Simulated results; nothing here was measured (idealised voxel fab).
process module | voxel self aligned vias
cross-section cut | 260 nm wide | cells 5 nm
A cross-section is a grid of square cells, given in bands from the top down. A band is one or more rows of cells.
Each band's line starts with the height of the band's top and of its bottom, in nm. Then come its materials from left to right, each with its width in nm. One material with "throughout" fills the band from edge to edge. "air" is empty space.
Height 0 is the level under which the wafer as received is all one material. The lowest band goes on downwards, as in "0 down".
A width such as "30 to 40" changes by the same amount from each row of cells to the next, from the band's top row to its bottom row.
"no change" after a step means that no cell of the cross-section changed.
closed voids: empty space of 8 cells or more with no open way to the top, each as width x height at its distance from the left edge, in nm
after a step's settings: what the simulator itself notes on the step
overlay nm, on a step with a mask: how far to the right of its planned place the mask lay; to the left if negative
plan
1 op RECEIVE | material Si
2 op CONFORMAL_DEP | material SiO2 | thk nm 10
3 op CONFORMAL_DEP | material SiCN | thk nm 5
4 op DIRECTIONAL_DEP | material lowk | thk nm 20
5 op DIRECTIONAL_DEP | material aC | thk nm 15
6 op PATTERN | tone open | mask id LINES | material resist | width nm 25 | pitch nm 75 | thk nm 35 | overlay nm 0
7 op DIRECTIONAL_ETCH | etch materials aC | depth nm 15
8 op STRIP | etch materials resist
9 op DIRECTIONAL_ETCH | etch materials lowk | depth nm 20
10 op STRIP | etch materials aC
11 op CONFORMAL_DEP | material TiN | thk nm 5
12 op FILL_DEP | material W | thk nm 10
13 op CMP | height nm 35
14 op SELECTIVE_ETCH | etch materials W Ru TiN | depth nm 5
15 op FILL_DEP | material SiN | thk nm 10
16 op CMP | height nm 35
17 op DIRECTIONAL_DEP | material lowk | thk nm 15
18 op MASKED_ETCH | tone open | mask id VIAS | width nm 45 | etch materials lowk | depth nm 15 | overlay nm 0
19 op MASKED_ETCH | tone open | mask id VIAS | width nm 45 | etch materials SiN | depth nm 5 | overlay nm 0
20 op CONFORMAL_DEP | material TiN | thk nm 5
21 op FILL_DEP | material Cu | thk nm 5
22 op CMP | height nm 50
23 op CONFORMAL_DEP | material SiN | thk nm 5
as received, after step 1
  0 down: Si throughout
  closed voids: none
first wafer at the end, as planned
  55 to 50: SiN throughout
  50 to 40: lowk 70 | TiN 5 | Cu 35 | TiN 5 | lowk 145
  40 to 35: lowk 70 | TiN 15 | Cu 15 | TiN 15 | lowk 145
  35 to 30: lowk 80 | TiN 25 | lowk 50 | SiN 25 | lowk 80
  30 to 20: lowk 80 | TiN 5 | W 15 | TiN 5 | lowk 50 | TiN 5 | W 15 | TiN 5 | lowk 80
  20 to 15: lowk 80 | TiN 25 | lowk 50 | TiN 25 | lowk 80
  15 to 10: SiCN throughout
  10 to 0: SiO2 throughout
  0 down: Si throughout
  closed voids: none
second wafer at the end: like start, like plan, one mistake
  55 to 50: SiN throughout
  50 to 35: lowk 70 | TiN 5 | Cu 35 | TiN 5 | lowk 145
  35 to 30: lowk 70 | TiN 45 | lowk 40 | SiN 25 | lowk 80
  30 to 20: lowk 70 | TiN 15 | W 15 | TiN 15 | lowk 40 | TiN 5 | W 15 | TiN 5 | lowk 80
  20 to 15: lowk 80 | TiN 25 | lowk 50 | TiN 25 | lowk 80
  15 to 10: SiCN throughout
  10 to 0: SiO2 throughout
  0 down: Si throughout
  closed voids: none
what went wrong: step 18 was run twice
at the end the second wafer has, in cells: 4 more of Cu | 8 more of TiN | 12 fewer of lowk
